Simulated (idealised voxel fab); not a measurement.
process module | voxel quadruple lines
cross-section cut | 165 nm wide | cells 5 nm
A cross-section is a grid of square cells, given in bands from the top down. A band is one or more rows of cells.
Each band's line starts with the height of the band's top and of its bottom, in nm. Then come its materials from left to right, each with its width in nm. One material with "throughout" fills the band from edge to edge. "air" is empty space.
Height 0 is the level under which the wafer as received is all one material. The lowest band goes on downwards, as in "0 down".
A width such as "30 to 40" changes by the same amount from each row of cells to the next, from the band's top row to its bottom row.
"no change" after a step means that no cell of the cross-section changed.
closed voids: empty space of 8 cells or more with no open way to the top, each as width x height at its distance from the left edge, in nm
after a step's settings: what the simulator itself notes on the step
overlay nm, on a step with a mask: how far to the right of its planned place the mask lay; to the left if negative
plan
1 op RECEIVE | material Si
2 op CONFORMAL_DEP | material SiO2 | thk nm 10
3 op DIRECTIONAL_DEP | material TiN | thk nm 15
4 op DIRECTIONAL_DEP | material polySi | thk nm 15
5 op DIRECTIONAL_DEP | material aC | thk nm 20
6 op PATTERN | tone cover | mask id MANDREL | material resist | width nm 25 | thk nm 30 | overlay nm 0
7 op DIRECTIONAL_ETCH | etch materials aC | depth nm 20
8 op STRIP | etch materials resist
9 op CONFORMAL_DEP | material SiO2 | thk nm 15
10 op DIRECTIONAL_ETCH | etch materials SiO2 | depth nm 15
11 op STRIP | etch materials aC
12 op DIRECTIONAL_ETCH | etch materials polySi | depth nm 15
13 op STRIP | etch materials SiO2
14 op CONFORMAL_DEP | material SiCN | thk nm 5
15 op DIRECTIONAL_ETCH | etch materials SiCN | depth nm 5
16 op STRIP | etch materials polySi
17 op DIRECTIONAL_ETCH | etch materials TiN | depth nm 15
18 op STRIP | etch materials SiCN
as received, after step 1
  0 down: Si throughout
  closed voids: none
first wafer at the end, as planned
  25 to 10: air 50 | TiN 5 | air 15 | TiN 5 | air 15 | TiN 5 | air 15 | TiN 5 | air 50
  10 to 0: SiO2 throughout
  0 down: Si throughout
  closed voids: none
second wafer at the end: like start, like plan, one mistake
  15 to 0: air 50 | TiN 5 | air 15 | TiN 5 | air 15 | TiN 5 | air 15 | TiN 5 | air 50
  0 down: Si throughout
  closed voids: none
what went wrong: step 2 was left out
at the end the second wafer has, in cells: 66 fewer of SiO2
